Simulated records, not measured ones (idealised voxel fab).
process module | voxel self aligned vias
cross-section cut | 290 nm wide | cells 5 nm
A cross-section is a grid of square cells, given in bands from the top down. A band is one or more rows of cells.
Each band's line starts with the height of the band's top and of its bottom, in nm. Then come its materials from left to right, each with its width in nm. One material with "throughout" fills the band from edge to edge. "air" is empty space.
Height 0 is the level under which the wafer as received is all one material. The lowest band goes on downwards, as in "0 down".
A width such as "30 to 40" changes by the same amount from each row of cells to the next, from the band's top row to its bottom row.
"no change" after a step means that no cell of the cross-section changed.
closed voids: empty space of 8 cells or more with no open way to the top, each as width x height at its distance from the left edge, in nm
after a step's settings: what the simulator itself notes on the step
overlay nm, on a step with a mask: how far to the right of its planned place the mask lay; to the left if negative
plan
1 op RECEIVE | material Si
2 op CONFORMAL_DEP | material SiO2 | thk nm 15
3 op CONFORMAL_DEP | material SiCN | thk nm 5
4 op DIRECTIONAL_DEP | material SiO2 | thk nm 20
5 op PATTERN | tone open | mask id LINES | material resist | width nm 30 | pitch nm 70 | thk nm 15 | overlay nm 0
6 op DIRECTIONAL_ETCH | etch materials SiO2 | depth nm 20
7 op STRIP | etch materials resist
8 op CONFORMAL_DEP | material TiN | thk nm 5
9 op FILL_DEP | material W | thk nm 5
10 op CMP | height nm 40
11 op SELECTIVE_ETCH | etch materials W Ru TiN | depth nm 5
12 op FILL_DEP | material SiN | thk nm 5
13 op CMP | height nm 40
14 op DIRECTIONAL_DEP | material SiO2 | thk nm 20
15 op MASKED_ETCH | tone open | mask id VIAS | width nm 40 | pitch nm 70 | etch materials SiO2 | depth nm 20 | overlay nm 0
16 op MASKED_ETCH | tone open | mask id VIAS | width nm 40 | pitch nm 70 | etch materials SiN | depth nm 5 | overlay nm 0
17 op CONFORMAL_DEP | material TiN | thk nm 5
18 op FILL_DEP | material Cu | thk nm 5
19 op CMP | height nm 60
20 op CONFORMAL_DEP | material SiN | thk nm 5
as received, after step 1
  0 down: Si throughout
  closed voids: none
first wafer at the end, as planned
  65 to 60: SiN throughout
  60 to 45: SiO2 55 | TiN 5 | Cu 30 | TiN 5 | SiO2 30 | TiN 5 | Cu 30 | TiN 5 | SiO2 30 | TiN 5 | Cu 30 | TiN 5 | SiO2 55
  45 to 40: SiO2 55 | TiN 10 | Cu 20 | TiN 10 | SiO2 30 | TiN 10 | Cu 20 | TiN 10 | SiO2 30 | TiN 10 | Cu 20 | TiN 10 | SiO2 55
  40 to 35: SiO2 60 | TiN 30 | SiO2 40 | TiN 30 | SiO2 40 | TiN 30 | SiO2 60
  35 to 25: SiO2 60 | TiN 5 | W 20 | TiN 5 | SiO2 40 | TiN 5 | W 20 | TiN 5 | SiO2 40 | TiN 5 | W 20 | TiN 5 | SiO2 60
  25 to 20: SiO2 60 | TiN 30 | SiO2 40 | TiN 30 | SiO2 40 | TiN 30 | SiO2 60
  20 to 15: SiCN throughout
  15 to 0: SiO2 throughout
  0 down: Si throughout
  closed voids: none
second wafer at the end: like start, like plan, one mistake
  65 to 60: SiN throughout
  60 to 40: Ru throughout
  40 to 35: SiO2 60 | SiN 30 | SiO2 40 | SiN 30 | SiO2 40 | SiN 30 | SiO2 60
  35 to 25: SiO2 60 | TiN 5 | W 20 | TiN 5 | SiO2 40 | TiN 5 | W 20 | TiN 5 | SiO2 40 | TiN 5 | W 20 | TiN 5 | SiO2 60
  25 to 20: SiO2 60 | TiN 30 | SiO2 40 | TiN 30 | SiO2 40 | TiN 30 | SiO2 60
  20 to 15: SiCN throughout
  15 to 0: SiO2 throughout
  0 down: Si throughout
  closed voids: none
what went wrong: step 14 ran as: op DIRECTIONAL_DEP | material Ru | thk nm 20
at the end the second wafer has, in cells: 66 fewer of Cu | 232 more of Ru | 18 more of SiN | 136 fewer of SiO2 | 48 fewer of TiN
